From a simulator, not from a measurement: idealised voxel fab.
process module | voxel spacer lines
cross-section cut | 275 nm wide | cells 5 nm
A cross-section is a grid of square cells, given in bands from the top down. A band is one or more rows of cells.
Each band's line starts with the height of the band's top and of its bottom, in nm. Then come its materials from left to right, each with its width in nm. One material with "throughout" fills the band from edge to edge. "air" is empty space.
Height 0 is the level under which the wafer as received is all one material. The lowest band goes on downwards, as in "0 down".
A width such as "30 to 40" changes by the same amount from each row of cells to the next, from the band's top row to its bottom row.
"no change" after a step means that no cell of the cross-section changed.
closed voids: empty space of 8 cells or more with no open way to the top, each as width x height at its distance from the left edge, in nm
after a step's settings: what the simulator itself notes on the step
overlay nm, on a step with a mask: how far to the right of its planned place the mask lay; to the left if negative
plan
1 op RECEIVE | material Si
2 op CONFORMAL_DEP | material Al2O3 | thk nm 5
3 op DIRECTIONAL_DEP | material W | thk nm 20
4 op DIRECTIONAL_DEP | material polySi | thk nm 20
5 op PATTERN | tone cover | mask id MANDREL | material resist | width nm 20 | pitch nm 60 | thk nm 25 | overlay nm 0
6 op DIRECTIONAL_ETCH | etch materials polySi | depth nm 20
7 op STRIP | etch materials resist
8 op CONFORMAL_DEP | material SiO2 | thk nm 10
9 op DIRECTIONAL_ETCH | etch materials SiO2 | depth nm 10
10 op STRIP | etch materials polySi
11 op DIRECTIONAL_ETCH | etch materials W | depth nm 20
12 op STRIP | etch materials SiO2
13 op FILL_DEP | material SiO2 | thk nm 5
14 op CMP | height nm 25
first wafer, as planned
as received, after step 1
  0 down: Si throughout
  closed voids: none
after step 2
  5 to 0: Al2O3 throughout
  below 0: unchanged
after step 3
  25 to 5: W throughout
  below 5: unchanged
after step 4
  45 to 25: polySi throughout
  below 25: unchanged
after step 5
  70 to 45: air 95 | resist 20 | air 40 | resist 20 | air 100
  below 45: unchanged
after step 6
  70 to 45: air 95 | resist 20 | air 40 | resist 20 | air 100
  45 to 25: air 95 | polySi 20 | air 40 | polySi 20 | air 100
  below 25: unchanged
after step 7
  45 to 25: air 95 | polySi 20 | air 40 | polySi 20 | air 100
  below 25: unchanged
after step 8
  55 to 45: air 85 | SiO2 40 | air 20 | SiO2 40 | air 90
  45 to 35: air 85 | SiO2 10 | polySi 20 | SiO2 10 | air 20 | SiO2 10 | polySi 20 | SiO2 10 | air 90
  35 to 25: SiO2 95 | polySi 20 | SiO2 40 | polySi 20 | SiO2 100
  below 25: unchanged
after step 9
  45 to 25: air 85 | SiO2 10 | polySi 20 | SiO2 10 | air 20 | SiO2 10 | polySi 20 | SiO2 10 | air 90
  below 25: unchanged
after step 10
  45 to 25: air 85 | SiO2 10 | air 20 | SiO2 10 | air 20 | SiO2 10 | air 20 | SiO2 10 | air 90
  below 25: unchanged
after step 11
  45 to 25: air 85 | SiO2 10 | air 20 | SiO2 10 | air 20 | SiO2 10 | air 20 | SiO2 10 | air 90
  25 to 5: air 85 | W 10 | air 20 | W 10 | air 20 | W 10 | air 20 | W 10 | air 90
  below 5: unchanged
after step 12
  25 to 5: air 85 | W 10 | air 20 | W 10 | air 20 | W 10 | air 20 | W 10 | air 90
  below 5: unchanged
after step 13
  30 to 25: SiO2 throughout
  25 to 5: SiO2 85 | W 10 | SiO2 20 | W 10 | SiO2 20 | W 10 | SiO2 20 | W 10 | SiO2 90
  below 5: unchanged
after step 14
  25 to 5: SiO2 85 | W 10 | SiO2 20 | W 10 | SiO2 20 | W 10 | SiO2 20 | W 10 | SiO2 90
  below 5: unchanged
second wafer: like start, like plan, one mistake. Through step 2 it matches the first wafer
when step 3 should have ended
  25 to 0: Al2O3 throughout
  below 0: unchanged
when step 4 should have ended
  45 to 25: polySi throughout
  below 25: unchanged
when step 5 should have ended
  70 to 45: air 95 | resist 20 | air 40 | resist 20 | air 100
  below 45: unchanged
when step 6 should have ended
  70 to 45: air 95 | resist 20 | air 40 | resist 20 | air 100
  45 to 25: air 95 | polySi 20 | air 40 | polySi 20 | air 100
  below 25: unchanged
when step 7 should have ended
  45 to 25: air 95 | polySi 20 | air 40 | polySi 20 | air 100
  below 25: unchanged
when step 8 should have ended
  55 to 45: air 85 | SiO2 40 | air 20 | SiO2 40 | air 90
  45 to 35: air 85 | SiO2 10 | polySi 20 | SiO2 10 | air 20 | SiO2 10 | polySi 20 | SiO2 10 | air 90
  35 to 25: SiO2 95 | polySi 20 | SiO2 40 | polySi 20 | SiO2 100
  below 25: unchanged
when step 9 should have ended
  45 to 25: air 85 | SiO2 10 | polySi 20 | SiO2 10 | air 20 | SiO2 10 | polySi 20 | SiO2 10 | air 90
  below 25: unchanged
when step 10 should have ended
  45 to 25: air 85 | SiO2 10 | air 20 | SiO2 10 | air 20 | SiO2 10 | air 20 | SiO2 10 | air 90
  below 25: unchanged
when step 11 should have ended: no change
when step 12 should have ended
  25 to 0: Al2O3 throughout
  below 0: unchanged
when step 13 should have ended
  30 to 25: SiO2 throughout
  below 25: unchanged
when step 14 should have ended
  25 to 0: Al2O3 throughout
  below 0: unchanged
what went wrong: step 3 ran as: op DIRECTIONAL_DEP | material Al2O3 | thk nm 20
at the end the second wafer has, in cells: 220 more of Al2O3 | 188 fewer of SiO2 | 32 fewer of W
